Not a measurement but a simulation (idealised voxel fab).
process module | voxel lift off
cross-section cut | 275 nm wide | cells 5 nm
A cross-section is a grid of square cells, given in bands from the top down. A band is one or more rows of cells.
Each band's line starts with the height of the band's top and of its bottom, in nm. Then come its materials from left to right, each with its width in nm. One material with "throughout" fills the band from edge to edge. "air" is empty space.
Height 0 is the level under which the wafer as received is all one material. The lowest band goes on downwards, as in "0 down".
A width such as "30 to 40" changes by the same amount from each row of cells to the next, from the band's top row to its bottom row.
"no change" after a step means that no cell of the cross-section changed.
closed voids: empty space of 8 cells or more with no open way to the top, each as width x height at its distance from the left edge, in nm
after a step's settings: what the simulator itself notes on the step
overlay nm, on a step with a mask: how far to the right of its planned place the mask lay; to the left if negative
plan
1 op RECEIVE | material Si
2 op CONFORMAL_DEP | material Al2O3 | thk nm 5
3 op PATTERN | tone open | mask id LINES | material resist | width nm 15 | pitch nm 45 | thk nm 25 | overlay nm 0
4 op DIRECTIONAL_DEP | material Ru | thk nm 15
5 op STRIP | etch materials resist
6 op CONFORMAL_DEP | material SiN | thk nm 10
varied across the wafers: thk nm of step 2. The plan shows the first wafer's value. All wafers start alike
first wafer as received, after step 1
  0 down: Si throughout
  closed voids: none
each wafer at the end: cells of each material gained (+) or lost (-) since it was received, then its closed voids
thk nm 5 | +55 Al2O3 | +18 Ru | +134 SiN | closed voids: none
thk nm 10 | +110 Al2O3 | +18 Ru | +134 SiN | closed voids: none
thk nm 15 | +165 Al2O3 | +18 Ru | +134 SiN | closed voids: none
thk nm 20 | +220 Al2O3 | +18 Ru | +134 SiN | closed voids: none
thk nm 25 | +275 Al2O3 | +18 Ru | +134 SiN | closed voids: none
